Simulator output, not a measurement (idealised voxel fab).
A process module follows: voxel double patterning.
Displayed cross-section: cut, width of 295 nm, square cells sized 5 nm.
In what follows, cross-sections appear as grids of square cells, described through bands that run from the top down, where every band is one or more rows of cells.
Band: top height; bottom height; in nm. Then, left to right: material with width in nm, for each material. "everywhere": a single material spanning edge to edge. "empty": empty space.
Convention: height 0 is the level below which the wafer, as received, is all one material. The lowest band does not terminate at the bottom but continues downward, represented as "z 0 and below".
With a width like "30..40", each row of cells in the band differs from the next by the same amount, the top row carrying the first number and the bottom row the second.
It should be understood that the words "remains unaltered", when stated for a given step, signify that the cross-section underwent no change in any of its cells during that step.
"Closed void inventory" enumerates empty spaces isolated from the top, with no open way to it, that contain at least 8 cells, giving each as width x height at distance from the left edge, all three in nm.
What comes after the settings on a step's line is commentary from the simulator itself on that step.
You can add "overlay nm" to a step's line. For a step with a mask, it describes how far the mask lay to the right of its planned position, and a negative number describes a lay to the left.
Process steps (planned)
1,RECEIVE, material Si
2,CONFORMAL_DEP, material SiN, thk nm 10
3,DIRECTIONAL_DEP, material SiO2, thk nm 20
4,DIRECTIONAL_DEP, material SiCN, thk nm 10
5,PATTERN, tone open, mask id FIRST, material resist, width nm 15, pitch nm 50, thk nm 15, overlay nm 0
6,DIRECTIONAL_ETCH, etch materials SiCN, depth nm 10
7,STRIP, etch materials resist
8,DIRECTIONAL_DEP, material aC, thk nm 15
9,PATTERN, tone open, mask id SECOND, material resist, width nm 15, thk nm 35, overlay nm 0
10,DIRECTIONAL_ETCH, etch materials aC, depth nm 15
11,STRIP, etch materials resist
12,DIRECTIONAL_ETCH, etch materials SiCN, depth nm 10
13,STRIP, etch materials aC
14,DIRECTIONAL_ETCH, etch materials SiO2, depth nm 20
15,STRIP, etch materials SiCN
The cross-section here shows the wafer as received, i.e. in its state after step 1
- z 0 and below = Si everywhere
- Closed void inventory: none
Same starting wafer, same plan as above, one mistake in the execution; this is the cross-section at the end of the module
- z 50 to 30 = 115 nm SiO2, then 15 nm empty, then 10 nm SiO2, then 15 nm empty, then 10 nm SiO2, then 15 nm empty, then 115 nm SiO2
- z 30 to 10 = SiO2 everywhere
- z 10 to 0 = SiN everywhere
- z 0 and below = Si everywhere
- Closed void inventory: none
What broke from the plan during processing? step 3 of the plan was performed twice
